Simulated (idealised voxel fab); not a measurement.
Title: Process Module voxel capacitor over wiring
Shown is cross-section cut, with a width of 240 nm and square cells of size 5 nm.
Think of the cross-section as a grid of square cells. We describe it in bands, top to bottom, and each band covers one or more rows of those cells.
Each band's line starts with the height of the band's top and of its bottom, in nm. Then come its materials from left to right, each with its width in nm. One material with "edge to edge" fills the band from edge to edge. "empty" is empty space.
Heights are reckoned from 0. Under this level, the received wafer is all of one material. The bottommost band is open-ended downward, for example "from 0 down".
The two numbers in a width such as "30..40" mark its ends across the band: the first belongs to the top row of cells, the second to the bottom row, and from each row to the next the width moves by the same amount.
The designation "no change occurred", where it is given for a processing step, indicates that no cell of the cross-section was altered in the course of that step.
Voids not open to the top, 8 cells minimum: see "Unvented cavities". Written width x height at distance; distance is from the left edge; nm.
Where a step's line continues beyond its settings, the continuation is a remark by the simulator itself on that step.
Regarding "overlay nm": on a step with a mask, it is the distance the mask lay to the right of its planned place; a negative value places it to the left.
# The steps planned for the process are as follows
1 RECEIVE [material Si]
2 CONFORMAL_DEP [material SiO2] [thk nm 10]
3 CONFORMAL_DEP [material SiN] [thk nm 5]
4 DIRECTIONAL_DEP [material SiO2] [thk nm 5]
5 PATTERN [tone open] [mask id METAL_1] [material resist] [width nm 30] [pitch nm 80] [thk nm 15] [overlay nm 0]
6 DIRECTIONAL_ETCH [etch materials SiO2] [depth nm 15]
7 DIRECTIONAL_ETCH [etch materials SiN] [depth nm 5]
8 STRIP [etch materials resist]
9 CONFORMAL_DEP [material TiN] [thk nm 5]
10 FILL_DEP [material Cu] [thk nm 5]
11 CMP [height nm 30]
12 EPI [material Ru] [thk nm 5]
13 FILL_DEP [material SiCN] [thk nm 5]
14 DIRECTIONAL_DEP [material SiO2] [thk nm 15]
15 DIRECTIONAL_DEP [material aC] [thk nm 15]
16 PATTERN [tone open] [mask id PLUG_1] [material resist] [width nm 15] [thk nm 30] [overlay nm 0]
17 DIRECTIONAL_ETCH [etch materials aC] [depth nm 15]
18 STRIP [etch materials resist]
19 DIRECTIONAL_ETCH [etch materials SiO2] [depth nm 15]
20 DIRECTIONAL_ETCH [etch materials SiCN] [depth nm 5]
21 STRIP [etch materials aC]
22 CONFORMAL_DEP [material TiN] [thk nm 5]
23 FILL_DEP [material W] [thk nm 10]
24 CMP [height nm 55]
25 DIRECTIONAL_DEP [material TiN] [thk nm 10]
26 DIRECTIONAL_DEP [material Al2O3] [thk nm 5]
27 DIRECTIONAL_DEP [material TiN] [thk nm 5]
28 MASKED_ETCH [tone cover] [mask id UPPER_PLATE] [width nm 55] [etch materials TiN] [depth nm 5] [overlay nm 0]
29 MASKED_ETCH [tone cover] [mask id UPPER_PLATE] [width nm 55] [etch materials Al2O3] [depth nm 5] [overlay nm 0]
30 MASKED_ETCH [tone cover] [mask id LOWER_PLATE] [width nm 65] [etch materials TiN] [depth nm 10] [overlay nm 0]
31 FILL_DEP [material SiO2] [thk nm 20]
32 CMP [height nm 90]
33 DIRECTIONAL_DEP [material aC] [thk nm 15]
34 PATTERN [tone open] [mask id PLUG_2] [material resist] [width nm 15] [thk nm 35] [overlay nm 0]
35 DIRECTIONAL_ETCH [etch materials aC] [depth nm 15]
36 STRIP [etch materials resist]
37 DIRECTIONAL_ETCH [etch materials SiO2] [depth nm 15]
38 STRIP [etch materials aC]
39 CONFORMAL_DEP [material TiN] [thk nm 5]
40 FILL_DEP [material Ru] [thk nm 5]
41 CMP [height nm 90]
42 CONFORMAL_DEP [material SiN] [thk nm 5]
Split variable: thk nm, step 4. Plan value = first wafer. Wafers start alike.
# Cross-section of the first of several wafers as received (after step 1)
* from 0 down  Si edge to edge
* Unvented cavities: none
# Gained (+) or lost (-) cells of each material since receipt, then closed voids: one row per wafer, at the end of the module
thk nm 5, +11 Al2O3, +64 Cu, +50 Ru, +45 SiCN, +84 SiN, +546 SiO2, +109 TiN, +3 W, Unvented cavities: none
thk nm 10, +11 Al2O3, +24 Cu, +50 Ru, +45 SiCN, +84 SiN, +582 SiO2, +113 TiN, +3 W, Unvented cavities: none
thk nm 15, +11 Al2O3, +24 Cu, +18 Ru, +77 SiCN, +84 SiN, +618 SiO2, +77 TiN, +3 W, Unvented cavities: none
thk nm 20, +11 Al2O3, +8 Cu, +18 Ru, +77 SiCN, +96 SiN, +630 SiO2, +69 TiN, +3 W, Unvented cavities: none
thk nm 25, +11 Al2O3, +18 Ru, +77 SiCN, +96 SiN, +642 SiO2, +65 TiN, +3 W, Unvented cavities: none
thk nm 30, +11 Al2O3, +2 Ru, +45 SiCN, +96 SiN, +654 SiO2, +100 TiN, +4 W, Unvented cavities: none
